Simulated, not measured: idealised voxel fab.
The following is a process module called voxel self aligned contacts.
Displayed cross-section: cut, width of 220 nm, square cells sized 5 nm.
Cross-section = grid of square cells, listed top down in bands; band = one or more rows.
Per band: top height and bottom height in nm, followed by the left-to-right materials and their widths in nm; "all across" marks a single material spanning edge to edge, "empty" marks empty space.
Heads up on the height convention: 0 is the point under which the incoming wafer is all one material, and the lowest band has no bottom, it just keeps going down, like "0 nm and below".
It should be noted that a width expressed as "30..40" varies in equal increments from row to row of cells within the band, taking the value of the first number at the top row and that of the second number at the bottom row.
Basically "identical to before" means that step didn't change any cell in the cross-section.
Heads up: "Enclosed void entries" only lists the empty pockets with no open path to the top that are 8 cells or more, and it writes them as width x height at distance, distance from the left edge, in nm.
Where a step's line continues beyond its settings, the continuation is a remark by the simulator itself on that step.
Steps that use a mask can have "overlay nm" on their line. It says how far the mask sat to the right of where it was meant to be. Negative means to the left.
PLANNED STEP LIST FOR THE PROCESS
- 1: RECEIVE | material Si
- 2: OXIDIZE | depth nm 5
- 3: DIRECTIONAL_DEP | material polySi | thk nm 20
- 4: DIRECTIONAL_DEP | material SiN | thk nm 15
- 5: PATTERN | tone cover | mask id GATE | material resist | width nm 25 | pitch nm 50 | thk nm 15 | overlay nm 0
- 6: DIRECTIONAL_ETCH | etch materials SiN | depth nm 15
- 7: DIRECTIONAL_ETCH | etch materials polySi | depth nm 20
- 8: STRIP | etch materials resist
- 9: CONFORMAL_DEP | material SiN | thk nm 5
- 10: DIRECTIONAL_ETCH | etch materials SiN | depth nm 5
- 11: FILL_DEP | material SiO2 | thk nm 10
- 12: CMP | height nm 40
- 13: PATTERN | tone open | mask id CONTACT | material resist | width nm 35 | pitch nm 50 | thk nm 15 | overlay nm 0
- 14: DIRECTIONAL_ETCH | etch materials SiO2 | depth nm 45
- 15: STRIP | etch materials resist
- 16: CONFORMAL_DEP | material TiN | thk nm 5
- 17: FILL_DEP | material Ru | thk nm 10
- 18: CMP | height nm 40
- 19: CONFORMAL_DEP | material SiCN | thk nm 5
AS RECEIVED, AFTER STEP 1
- 0 nm and below | Si all across
- Enclosed void entries: none
WAFER CROSS-SECTION AT END OF MODULE: START AND PLAN AS SHOWN ABOVE, ONE EXECUTION ERROR
- 45 nm to 40 nm | SiCN all across
- 40 nm to 35 nm | SiO2=75  TiN=5  Ru=5  TiN=25  SiO2=15  TiN=5  Ru=5  TiN=25  SiO2=60
- 35 nm to 20 nm | SiO2=40  SiN=35  TiN=5  Ru=5  TiN=5  SiN=35  TiN=5  Ru=5  TiN=5  SiN=35  SiO2=45
- 20 nm to 0 nm | SiO2=40  SiN=5  polySi=25  SiN=5  TiN=5  Ru=5  TiN=5  SiN=5  polySi=25  SiN=5  TiN=5  Ru=5  TiN=5  SiN=5  polySi=25  SiN=5  SiO2=45
- 0 nm to -5 nm | SiO2=75  TiN=15  SiO2=35  TiN=15  SiO2=80
- -5 nm and below | Si all across
- Enclosed void entries: none
what went wrong: in deviation from the planned setting, step 13 was conducted as PATTERN | tone open | mask id CONTACT | material resist | width nm 35 | pitch nm 50 | thk nm 15 | overlay nm 10
